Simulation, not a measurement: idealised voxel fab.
The following process module bears the name voxel double patterning.
295 nm wide, 5 nm square cells: that's cross-section cut.
In what follows, cross-sections appear as grids of square cells, described through bands that run from the top down, where every band is one or more rows of cells.
Look at the band entry: it leads with the top's height and the bottom's height in nm. Then it lists the materials left to right, with a width in nm for each. The word "all across" on a single material says that material fills the band edge to edge. The word "blank" is empty space.
Heights are measured from 0, the level below which the as-received wafer is all one material; the lowest band has no bottom and continues downward, written as in "z 0 and below".
A width such as "30->40" changes by the same amount from each row of cells to the next, from the band's top row to its bottom row.
It should be understood that the words "no modification", when stated for a given step, signify that the cross-section underwent no change in any of its cells during that step.
What "Enclosed void entries" gives you is every empty space of 8 cells or more that is cut off from the top. Each appears as width x height at distance, with the distance taken from the left edge and width, height and distance all in nm.
after a step's settings: what the simulator itself notes on the step
"overlay nm" denotes, for a step that has a mask, the displacement of the mask to the right of its planned place, with negative values corresponding to the left.

[Steps planned for the process]
| 1 | RECEIVE | material Si |
| 2 | CONFORMAL_DEP | material SiO2 | thk nm 10 |
| 3 | DIRECTIONAL_DEP | material W | thk nm 10 |
| 4 | DIRECTIONAL_DEP | material SiN | thk nm 5 |
| 5 | MASKED_ETCH | tone open | mask id FIRST | width nm 15 | pitch nm 50 | etch materials SiN | depth nm 5 | overlay nm 0 |
| 6 | DIRECTIONAL_DEP | material aC | thk nm 10 |
| 7 | PATTERN | tone open | mask id SECOND | material resist | width nm 15 | pitch nm 50 | thk nm 25 | overlay nm 0 |
| 8 | DIRECTIONAL_ETCH | etch materials aC | depth nm 10 |
| 9 | STRIP | etch materials resist |
| 10 | DIRECTIONAL_ETCH | etch materials SiN | depth nm 5 |
| 11 | STRIP | etch materials aC |
| 12 | DIRECTIONAL_ETCH | etch materials W | depth nm 10 |
| 13 | STRIP | etch materials SiN |

[First out of two wafers; run went to plan]

[Cross-section of the wafer as it came to us, i.e., already through step 1]
- z 0 and below | Si all across
- Enclosed void entries: none

[So this is the wafer cross-section right after step 2]
- z 10 to 0 | SiO2 all across
- Lower than 0, everything is as it was.

[So this is the wafer cross-section right after step 3]
- z 20 to 10 | W all across
- Lower than 10, everything is as it was.

[So this is the wafer cross-section right after step 4]
- z 25 to 20 | SiN all across
- Lower than 20, everything is as it was.

[So this is the wafer cross-section right after step 5]
- z 25 to 20 | SiN: 90 / blank: 15 / SiN: 35 / blank: 15 / SiN: 35 / blank: 15 / SiN: 90
- Lower than 20, everything is as it was.

[So this is the wafer cross-section right after step 6]
- z 35 to 30 | aC: 90 / blank: 15 / aC: 35 / blank: 15 / aC: 35 / blank: 15 / aC: 90
- z 30 to 25 | aC all across
- z 25 to 20 | SiN: 90 / aC: 15 / SiN: 35 / aC: 15 / SiN: 35 / aC: 15 / SiN: 90
- Lower than 20, everything is as it was.

[So this is the wafer cross-section right after step 7]
- z 60 to 35 | resist: 115 / blank: 15 / resist: 35 / blank: 15 / resist: 115
- z 35 to 30 | aC: 90 / resist: 15 / aC: 35 / resist: 15 / aC: 35 / resist: 15 / aC: 90
- Lower than 30, everything is as it was.

[So this is the wafer cross-section right after step 8]
- z 50 to 35 | resist: 115 / blank: 15 / resist: 35 / blank: 15 / resist: 115
- z 35 to 30 | aC: 90 / resist: 15 / aC: 10 / blank: 15 / aC: 10 / resist: 15 / aC: 10 / blank: 15 / aC: 10 / resist: 15 / aC: 90
- z 30 to 25 | aC: 115 / blank: 15 / aC: 35 / blank: 15 / aC: 115
- Lower than 25, everything is as it was.

[So this is the wafer cross-section right after step 9]
- z 35 to 30 | aC: 90 / blank: 15 / aC: 10 / blank: 15 / aC: 10 / blank: 15 / aC: 10 / blank: 15 / aC: 10 / blank: 15 / aC: 90
- Lower than 30, everything is as it was.

[So this is the wafer cross-section right after step 10]
- z 35 to 30 | aC: 90 / blank: 15 / aC: 10 / blank: 15 / aC: 10 / blank: 15 / aC: 10 / blank: 15 / aC: 10 / blank: 15 / aC: 90
- z 30 to 25 | aC: 115 / blank: 15 / aC: 35 / blank: 15 / aC: 115
- z 25 to 20 | SiN: 90 / aC: 15 / SiN: 10 / blank: 15 / SiN: 10 / aC: 15 / SiN: 10 / blank: 15 / SiN: 10 / aC: 15 / SiN: 90
- Lower than 20, everything is as it was.

[So this is the wafer cross-section right after step 11]
- z 25 to 20 | SiN: 90 / blank: 15 / SiN: 10 / blank: 15 / SiN: 10 / blank: 15 / SiN: 10 / blank: 15 / SiN: 10 / blank: 15 / SiN: 90
- Lower than 20, everything is as it was.

[So this is the wafer cross-section right after step 12]
- z 25 to 20 | SiN: 90 / blank: 15 / SiN: 10 / blank: 15 / SiN: 10 / blank: 15 / SiN: 10 / blank: 15 / SiN: 10 / blank: 15 / SiN: 90
- z 20 to 10 | W: 90 / blank: 15 / W: 10 / blank: 15 / W: 10 / blank: 15 / W: 10 / blank: 15 / W: 10 / blank: 15 / W: 90
- Lower than 10, everything is as it was.

[So this is the wafer cross-section right after step 13]
- z 20 to 10 | W: 90 / blank: 15 / W: 10 / blank: 15 / W: 10 / blank: 15 / W: 10 / blank: 15 / W: 10 / blank: 15 / W: 90
- Lower than 10, everything is as it was.

[The second wafer: identical to the first at the outset and in its planned sequence, differing only in that one mistake was made during processing; up to and including step 5, its path is the first wafer's path]

[Second wafer, cross-section, planned end of step 6]
- z 35 to 30 | SiO2: 90 / blank: 15 / SiO2: 35 / blank: 15 / SiO2: 35 / blank: 15 / SiO2: 90
- z 30 to 25 | SiO2 all across
- z 25 to 20 | SiN: 90 / SiO2: 15 / SiN: 35 / SiO2: 15 / SiN: 35 / SiO2: 15 / SiN: 90
- Lower than 20, everything is as it was.

[Second wafer, cross-section, planned end of step 7]
- z 60 to 35 | resist: 115 / blank: 15 / resist: 35 / blank: 15 / resist: 115
- z 35 to 30 | SiO2: 90 / resist: 15 / SiO2: 35 / resist: 15 / SiO2: 35 / resist: 15 / SiO2: 90
- Lower than 30, everything is as it was.

[Second wafer, cross-section, planned end of step 8]
- z 50 to 35 | resist: 115 / blank: 15 / resist: 35 / blank: 15 / resist: 115
- Lower than 35, everything is as it was.

[Second wafer, cross-section, planned end of step 9]
- z 35 to 30 | SiO2: 90 / blank: 15 / SiO2: 35 / blank: 15 / SiO2: 35 / blank: 15 / SiO2: 90
- Lower than 30, everything is as it was.

Second wafer, cross-section, planned end of step 10: no modification

Second wafer, cross-section, planned end of step 11: no modification

Second wafer, cross-section, planned end of step 12: no modification

Second wafer, cross-section, planned end of step 13: no modification
Heads up, the wafer didn't run the way we planned it: step 6 did not use the planned setting and instead ran as DIRECTIONAL_DEP | material SiO2 | thk nm 10
Heads up, by the end the second wafer has more or fewer cells of some materials compared to the first: +50 SiN, +118 SiO2, +30 W
